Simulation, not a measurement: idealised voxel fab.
Name of the process module below: voxel air gaps
Cross-section cut: width 205 nm, square cells of 5 nm.
Cross-section format: a grid of square cells, given as bands from top to bottom; each band is one or more rows of cells. In this notation a band is specified by the heights of its top and bottom, in that order and in nm, after which its materials appear from left to right, each paired with its width in nm. The word "throughout" attached to a single material means that material fills the band from edge to edge; the word "blank" stands for empty space. Heads up on the height convention: 0 is the point under which the incoming wafer is all one material, and the lowest band has no bottom, it just keeps going down, like "z 0 and below". Note: "30..40" means the width goes from the first number (top row of the band) to the second number (bottom row) in equal steps per row of cells. The cross-section has no changed cell in any step marked "left unchanged". "Sealed internal voids": sealed empty spaces, 8 cells or more, no open way to top, listed width x height at distance, with distance from the left edge and width, height and distance in nm. The remark found on a step's line after its settings is issued by the simulator itself and pertains to that step. "overlay nm", when on a step's line for a step with a mask, measures how far to the right of its planned place the mask lay; a negative measure means to the left.
-- Intended process steps
1 op RECEIVE | material Si
2 op CONFORMAL_DEP | material SiO2 | thk nm 15
3 op CONFORMAL_DEP | material SiN | thk nm 5
4 op DIRECTIONAL_DEP | material lowk | thk nm 40
5 op DIRECTIONAL_DEP | material aC | thk nm 15
6 op PATTERN | tone open | mask id LINES | material resist | width nm 25 | pitch nm 50 | thk nm 30 | overlay nm 0
7 op DIRECTIONAL_ETCH | etch materials aC | depth nm 15
8 op STRIP | etch materials resist
9 op DIRECTIONAL_ETCH | etch materials lowk | depth nm 40
10 op STRIP | etch materials aC
11 op CONFORMAL_DEP | material TiN | thk nm 5
12 op FILL_DEP | material W | thk nm 10
13 op CMP | height nm 60
14 op EPI | material Ru | thk nm 10
15 op SELECTIVE_ETCH | etch materials lowk | depth nm 50
16 op CONFORMAL_DEP | material SiCN | thk nm 5
-- The first wafer of two, processed as planned
-- Wafer cross-section on receipt, i.e. after step 1
> z 0 and below = Si throughout
> Sealed internal voids: none
-- Cross-section of the wafer subsequent to step 2
> z 15 to 0 = SiO2 throughout
> Unchanged below 0.
-- Cross-section of the wafer subsequent to step 3
> z 20 to 15 = SiN throughout
> Unchanged below 15.
-- Cross-section of the wafer subsequent to step 4
> z 60 to 20 = lowk throughout
> Unchanged below 20.
-- Cross-section of the wafer subsequent to step 5
> z 75 to 60 = aC throughout
> Unchanged below 60.
-- Cross-section of the wafer subsequent to step 6
> z 105 to 75 = resist (40) / blank (25) / resist (25) / blank (25) / resist (25) / blank (25) / resist (40)
> Unchanged below 75.
-- Cross-section of the wafer subsequent to step 7
> z 90 to 75 = resist (40) / blank (25) / resist (25) / blank (25) / resist (25) / blank (25) / resist (40)
> z 75 to 60 = aC (40) / blank (25) / aC (25) / blank (25) / aC (25) / blank (25) / aC (40)
> Unchanged below 60.
-- Cross-section of the wafer subsequent to step 8
> z 75 to 60 = aC (40) / blank (25) / aC (25) / blank (25) / aC (25) / blank (25) / aC (40)
> Unchanged below 60.
-- Cross-section of the wafer subsequent to step 9
> z 75 to 60 = aC (40) / blank (25) / aC (25) / blank (25) / aC (25) / blank (25) / aC (40)
> z 60 to 20 = lowk (40) / blank (25) / lowk (25) / blank (25) / lowk (25) / blank (25) / lowk (40)
> Unchanged below 20.
-- Cross-section of the wafer subsequent to step 10
> z 60 to 20 = lowk (40) / blank (25) / lowk (25) / blank (25) / lowk (25) / blank (25) / lowk (40)
> Unchanged below 20.
-- Cross-section of the wafer subsequent to step 11
> z 65 to 60 = TiN (45) / blank (15) / TiN (35) / blank (15) / TiN (35) / blank (15) / TiN (45)
> z 60 to 25 = lowk (40) / TiN (5) / blank (15) / TiN (5) / lowk (25) / TiN (5) / blank (15) / TiN (5) / lowk (25) / TiN (5) / blank (15) / TiN (5) / lowk (40)
> z 25 to 20 = lowk (40) / TiN (25) / lowk (25) / TiN (25) / lowk (25) / TiN (25) / lowk (40)
> Unchanged below 20.
-- Cross-section of the wafer subsequent to step 12
> z 75 to 65 = W throughout
> z 65 to 60 = TiN (45) / W (15) / TiN (35) / W (15) / TiN (35) / W (15) / TiN (45)
> z 60 to 25 = lowk (40) / TiN (5) / W (15) / TiN (5) / lowk (25) / TiN (5) / W (15) / TiN (5) / lowk (25) / TiN (5) / W (15) / TiN (5) / lowk (40)
> Unchanged below 25.
-- Cross-section of the wafer subsequent to step 13
> z 60 to 25 = lowk (40) / TiN (5) / W (15) / TiN (5) / lowk (25) / TiN (5) / W (15) / TiN (5) / lowk (25) / TiN (5) / W (15) / TiN (5) / lowk (40)
> Unchanged below 25.
-- Cross-section of the wafer subsequent to step 14
> z 70 to 60 = blank (30) / Ru (45) / blank (5) / Ru (45) / blank (5) / Ru (45) / blank (30)
> Unchanged below 60.
-- Cross-section of the wafer subsequent to step 15
> z 70 to 60 = blank (30) / Ru (45) / blank (5) / Ru (45) / blank (5) / Ru (45) / blank (30)
> z 60 to 25 = blank (40) / TiN (5) / W (15) / TiN (5) / blank (25) / TiN (5) / W (15) / TiN (5) / blank (25) / TiN (5) / W (15) / TiN (5) / blank (40)
> z 25 to 20 = blank (40) / TiN (25) / blank (25) / TiN (25) / blank (25) / TiN (25) / blank (40)
> Unchanged below 20.
-- Cross-section of the wafer subsequent to step 16
> z 75 to 70 = blank (25) / SiCN (155) / blank (25)
> z 70 to 60 = blank (25) / SiCN (5) / Ru (45) / SiCN (5) / Ru (45) / SiCN (5) / Ru (45) / SiCN (5) / blank (25)
> z 60 to 55 = blank (25) / SiCN (15) / TiN (5) / W (15) / TiN (5) / SiCN (25) / TiN (5) / W (15) / TiN (5) / SiCN (25) / TiN (5) / W (15) / TiN (5) / SiCN (15) / blank (25)
> z 55 to 25 = blank (35) / SiCN (5) / TiN (5) / W (15) / TiN (5) / SiCN (5) / blank (15) / SiCN (5) / TiN (5) / W (15) / TiN (5) / SiCN (5) / blank (15) / SiCN (5) / TiN (5) / W (15) / TiN (5) / SiCN (5) / blank (35)
> z 25 to 20 = SiCN (40) / TiN (25) / SiCN (25) / TiN (25) / SiCN (25) / TiN (25) / SiCN (40)
> Unchanged below 20.
> Sealed internal voids: 15 x 30 at 70; 15 x 30 at 120
-- The second wafer began exactly as the first did and followed the same plan, but one mistake was made while running it; through step 5 inclusive, the two wafers are identical
-- The second wafer cut through, at the time step 6 was supposed to be finished
> z 105 to 75 = resist (35) / blank (25) / resist (25) / blank (25) / resist (25) / blank (25) / resist (45)
> Unchanged below 75.
-- The second wafer cut through, at the time step 7 was supposed to be finished
> z 90 to 75 = resist (35) / blank (25) / resist (25) / blank (25) / resist (25) / blank (25) / resist (45)
> z 75 to 60 = aC (35) / blank (25) / aC (25) / blank (25) / aC (25) / blank (25) / aC (45)
> Unchanged below 60.
-- The second wafer cut through, at the time step 8 was supposed to be finished
> z 75 to 60 = aC (35) / blank (25) / aC (25) / blank (25) / aC (25) / blank (25) / aC (45)
> Unchanged below 60.
-- The second wafer cut through, at the time step 9 was supposed to be finished
> z 75 to 60 = aC (35) / blank (25) / aC (25) / blank (25) / aC (25) / blank (25) / aC (45)
> z 60 to 20 = lowk (35) / blank (25) / lowk (25) / blank (25) / lowk (25) / blank (25) / lowk (45)
> Unchanged below 20.
-- The second wafer cut through, at the time step 10 was supposed to be finished
> z 60 to 20 = lowk (35) / blank (25) / lowk (25) / blank (25) / lowk (25) / blank (25) / lowk (45)
> Unchanged below 20.
-- The second wafer cut through, at the time step 11 was supposed to be finished
> z 65 to 60 = TiN (40) / blank (15) / TiN (35) / blank (15) / TiN (35) / blank (15) / TiN (50)
> z 60 to 25 = lowk (35) / TiN (5) / blank (15) / TiN (5) / lowk (25) / TiN (5) / blank (15) / TiN (5) / lowk (25) / TiN (5) / blank (15) / TiN (5) / lowk (45)
> z 25 to 20 = lowk (35) / TiN (25) / lowk (25) / TiN (25) / lowk (25) / TiN (25) / lowk (45)
> Unchanged below 20.
-- The second wafer cut through, at the time step 12 was supposed to be finished
> z 75 to 65 = W throughout
> z 65 to 60 = TiN (40) / W (15) / TiN (35) / W (15) / TiN (35) / W (15) / TiN (50)
> z 60 to 25 = lowk (35) / TiN (5) / W (15) / TiN (5) / lowk (25) / TiN (5) / W (15) / TiN (5) / lowk (25) / TiN (5) / W (15) / TiN (5) / lowk (45)
> Unchanged below 25.
-- The second wafer cut through, at the time step 13 was supposed to be finished
> z 60 to 25 = lowk (35) / TiN (5) / W (15) / TiN (5) / lowk (25) / TiN (5) / W (15) / TiN (5) / lowk (25) / TiN (5) / W (15) / TiN (5) / lowk (45)
> Unchanged below 25.
-- The second wafer cut through, at the time step 14 was supposed to be finished
> z 70 to 60 = blank (25) / Ru (45) / blank (5) / Ru (45) / blank (5) / Ru (45) / blank (35)
> Unchanged below 60.
-- The second wafer cut through, at the time step 15 was supposed to be finished
> z 70 to 60 = blank (25) / Ru (45) / blank (5) / Ru (45) / blank (5) / Ru (45) / blank (35)
> z 60 to 25 = blank (35) / TiN (5) / W (15) / TiN (5) / blank (25) / TiN (5) / W (15) / TiN (5) / blank (25) / TiN (5) / W (15) / TiN (5) / blank (45)
> z 25 to 20 = blank (35) / TiN (25) / blank (25) / TiN (25) / blank (25) / TiN (25) / blank (45)
> Unchanged below 20.
-- The second wafer cut through, at the time step 16 was supposed to be finished
> z 75 to 70 = blank (20) / SiCN (155) / blank (30)
> z 70 to 60 = blank (20) / SiCN (5) / Ru (45) / SiCN (5) / Ru (45) / SiCN (5) / Ru (45) / SiCN (5) / blank (30)
> z 60 to 55 = blank (20) / SiCN (15) / TiN (5) / W (15) / TiN (5) / SiCN (25) / TiN (5) / W (15) / TiN (5) / SiCN (25) / TiN (5) / W (15) / TiN (5) / SiCN (15) / blank (30)
> z 55 to 25 = blank (30) / SiCN (5) / TiN (5) / W (15) / TiN (5) / SiCN (5) / blank (15) / SiCN (5) / TiN (5) / W (15) / TiN (5) / SiCN (5) / blank (15) / SiCN (5) / TiN (5) / W (15) / TiN (5) / SiCN (5) / blank (40)
> z 25 to 20 = SiCN (35) / TiN (25) / SiCN (25) / TiN (25) / SiCN (25) / TiN (25) / SiCN (45)
> Unchanged below 20.
> Sealed internal voids: 15 x 30 at 65; 15 x 30 at 115
Processing error: step 6 changed vs plan, executed as op PATTERN | tone open | mask id LINES | material resist | width nm 25 | pitch nm 50 | thk nm 30 | overlay nm -5
End check, second vs first wafer: material counts in cells match, positions do not.
